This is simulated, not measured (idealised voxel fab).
You're looking at the process module voxel trench capacitor.
Square cell edge 5 nm, section width 290 nm, ID cut.
In this document a cross-section is written as a grid of square cells. It is given as a series of bands, listed from the top down, and a band is one or more rows of cells.
What a band's entry tells you: where the top is and where the bottom is, as heights in nm, and after that what lies inside, material by material from left to right, each with its width in nm. Empty space is written as the word "blank", and a single material marked with the word "edge to edge" occupies the band from edge to edge.
We count height from 0. Below that, the starting wafer is all one material. The lowest band never ends at the bottom but goes on down; see "0 nm and below" for how that is written.
Read "30 to 40" as a graded width: first number on top, second number at the bottom, same change between each pair of neighbouring rows.
The designation "no modifications", where it is given for a processing step, indicates that no cell of the cross-section was altered in the course of that step.
Listed in "Closed void entries": every empty space of 8 or more cells without an open way to the top. Form: width x height at distance, the distance being from the left edge, all in nm.
Formally, on a step line, whatever follows the settings is a remark that the simulator itself makes on the step.
A step line may carry the setting "overlay nm", which, for steps involving a mask, states the distance by which the mask lay to the right of its intended position; negative values denote displacement to the left.
## plan
1,RECEIVE [material Si]
2,CONFORMAL_DEP [material SiN] [thk nm 5]
3,DIRECTIONAL_DEP [material aC] [thk nm 10]
4,PATTERN [tone open] [mask id TRENCH] [material resist] [width nm 25] [pitch nm 50] [thk nm 25] [overlay nm 0]
5,DIRECTIONAL_ETCH [etch materials aC] [depth nm 10]
6,STRIP [etch materials resist]
7,DIRECTIONAL_ETCH [etch materials SiN] [depth nm 5]
8,DIRECTIONAL_ETCH [etch materials Si] [depth nm 30]
9,STRIP [etch materials aC]
10,CONFORMAL_DEP [material SiO2] [thk nm 5]
11,FILL_DEP [material polySi] [thk nm 10]
12,CMP [height nm 5]
## First of the two wafers, run per plan
## as received, after step 1
    0 nm and below = Si edge to edge
    Closed void entries: none
## Wafer section view after processing step 2
    5 nm to 0 nm = SiN edge to edge
    Anything lower than 0 is untouched.
## Wafer section view after processing step 3
    15 nm to 5 nm = aC edge to edge
    Anything lower than 5 is untouched.
## Wafer section view after processing step 4
    40 nm to 15 nm = 55 resist  25 blank  25 resist  25 blank  25 resist  25 blank  25 resist  25 blank  60 resist
    Anything lower than 15 is untouched.
## Wafer section view after processing step 5
    30 nm to 15 nm = 55 resist  25 blank  25 resist  25 blank  25 resist  25 blank  25 resist  25 blank  60 resist
    15 nm to 5 nm = 55 aC  25 blank  25 aC  25 blank  25 aC  25 blank  25 aC  25 blank  60 aC
    Anything lower than 5 is untouched.
## Wafer section view after processing step 6
    15 nm to 5 nm = 55 aC  25 blank  25 aC  25 blank  25 aC  25 blank  25 aC  25 blank  60 aC
    Anything lower than 5 is untouched.
## Wafer section view after processing step 7
    15 nm to 5 nm = 55 aC  25 blank  25 aC  25 blank  25 aC  25 blank  25 aC  25 blank  60 aC
    5 nm to 0 nm = 55 SiN  25 blank  25 SiN  25 blank  25 SiN  25 blank  25 SiN  25 blank  60 SiN
    Anything lower than 0 is untouched.
## Wafer section view after processing step 8
    15 nm to 5 nm = 55 aC  25 blank  25 aC  25 blank  25 aC  25 blank  25 aC  25 blank  60 aC
    5 nm to 0 nm = 55 SiN  25 blank  25 SiN  25 blank  25 SiN  25 blank  25 SiN  25 blank  60 SiN
    0 nm to -30 nm = 55 Si  25 blank  25 Si  25 blank  25 Si  25 blank  25 Si  25 blank  60 Si
    Anything lower than -30 is untouched.
## Wafer section view after processing step 9
    5 nm to 0 nm = 55 SiN  25 blank  25 SiN  25 blank  25 SiN  25 blank  25 SiN  25 blank  60 SiN
    Anything lower than 0 is untouched.
## Wafer section view after processing step 10
    10 nm to 5 nm = 60 SiO2  15 blank  35 SiO2  15 blank  35 SiO2  15 blank  35 SiO2  15 blank  65 SiO2
    5 nm to 0 nm = 55 SiN  5 SiO2  15 blank  5 SiO2  25 SiN  5 SiO2  15 blank  5 SiO2  25 SiN  5 SiO2  15 blank  5 SiO2  25 SiN  5 SiO2  15 blank  5 SiO2  60 SiN
    0 nm to -25 nm = 55 Si  5 SiO2  15 blank  5 SiO2  25 Si  5 SiO2  15 blank  5 SiO2  25 Si  5 SiO2  15 blank  5 SiO2  25 Si  5 SiO2  15 blank  5 SiO2  60 Si
    -25 nm to -30 nm = 55 Si  25 SiO2  25 Si  25 SiO2  25 Si  25 SiO2  25 Si  25 SiO2  60 Si
    Anything lower than -30 is untouched.
## Wafer section view after processing step 11
    20 nm to 10 nm = polySi edge to edge
    10 nm to 5 nm = 60 SiO2  15 polySi  35 SiO2  15 polySi  35 SiO2  15 polySi  35 SiO2  15 polySi  65 SiO2
    5 nm to 0 nm = 55 SiN  5 SiO2  15 polySi  5 SiO2  25 SiN  5 SiO2  15 polySi  5 SiO2  25 SiN  5 SiO2  15 polySi  5 SiO2  25 SiN  5 SiO2  15 polySi  5 SiO2  60 SiN
    0 nm to -25 nm = 55 Si  5 SiO2  15 polySi  5 SiO2  25 Si  5 SiO2  15 polySi  5 SiO2  25 Si  5 SiO2  15 polySi  5 SiO2  25 Si  5 SiO2  15 polySi  5 SiO2  60 Si
    Anything lower than -25 is untouched.
## Wafer section view after processing step 12
    5 nm to 0 nm = 55 SiN  5 SiO2  15 polySi  5 SiO2  25 SiN  5 SiO2  15 polySi  5 SiO2  25 SiN  5 SiO2  15 polySi  5 SiO2  25 SiN  5 SiO2  15 polySi  5 SiO2  60 SiN
    Anything lower than 0 is untouched.
## Okay, second wafer. Nothing different at the start, nothing different in the plan, just one mistake somewhere in the running. As far as step 7, counting that step, it's the first wafer all over again
## when step 8 should have ended
    5 nm to 0 nm = 55 SiN  25 blank  25 SiN  25 blank  25 SiN  25 blank  25 SiN  25 blank  60 SiN
    Anything lower than 0 is untouched.
## when step 9 should have ended
    5 nm to 0 nm = 55 SiN  25 blank  25 SiN  25 blank  25 SiN  25 blank  25 SiN  25 blank  60 SiN
    0 nm to -30 nm = 55 Si  25 blank  25 Si  25 blank  25 Si  25 blank  25 Si  25 blank  60 Si
    Anything lower than -30 is untouched.
## when step 10 should have ended
    10 nm to 5 nm = 60 SiO2  15 blank  35 SiO2  15 blank  35 SiO2  15 blank  35 SiO2  15 blank  65 SiO2
    5 nm to 0 nm = 55 SiN  5 SiO2  15 blank  5 SiO2  25 SiN  5 SiO2  15 blank  5 SiO2  25 SiN  5 SiO2  15 blank  5 SiO2  25 SiN  5 SiO2  15 blank  5 SiO2  60 SiN
    0 nm to -25 nm = 55 Si  5 SiO2  15 blank  5 SiO2  25 Si  5 SiO2  15 blank  5 SiO2  25 Si  5 SiO2  15 blank  5 SiO2  25 Si  5 SiO2  15 blank  5 SiO2  60 Si
    -25 nm to -30 nm = 55 Si  25 SiO2  25 Si  25 SiO2  25 Si  25 SiO2  25 Si  25 SiO2  60 Si
    Anything lower than -30 is untouched.
## when step 11 should have ended
    20 nm to 10 nm = polySi edge to edge
    10 nm to 5 nm = 60 SiO2  15 polySi  35 SiO2  15 polySi  35 SiO2  15 polySi  35 SiO2  15 polySi  65 SiO2
    5 nm to 0 nm = 55 SiN  5 SiO2  15 polySi  5 SiO2  25 SiN  5 SiO2  15 polySi  5 SiO2  25 SiN  5 SiO2  15 polySi  5 SiO2  25 SiN  5 SiO2  15 polySi  5 SiO2  60 SiN
    0 nm to -25 nm = 55 Si  5 SiO2  15 polySi  5 SiO2  25 Si  5 SiO2  15 polySi  5 SiO2  25 Si  5 SiO2  15 polySi  5 SiO2  25 Si  5 SiO2  15 polySi  5 SiO2  60 Si
    Anything lower than -25 is untouched.
## when step 12 should have ended
    5 nm to 0 nm = 55 SiN  5 SiO2  15 polySi  5 SiO2  25 SiN  5 SiO2  15 polySi  5 SiO2  25 SiN  5 SiO2  15 polySi  5 SiO2  25 SiN  5 SiO2  15 polySi  5 SiO2  60 SiN
    Anything lower than 0 is untouched.
Short version of what went wrong: the intended sequence of steps 8 and 9 was reversed during processing, with each occupying the position of the other
The two wafers finish with the same cross-section, and therefore the mistake leaves the computed outcome of this model unchanged.
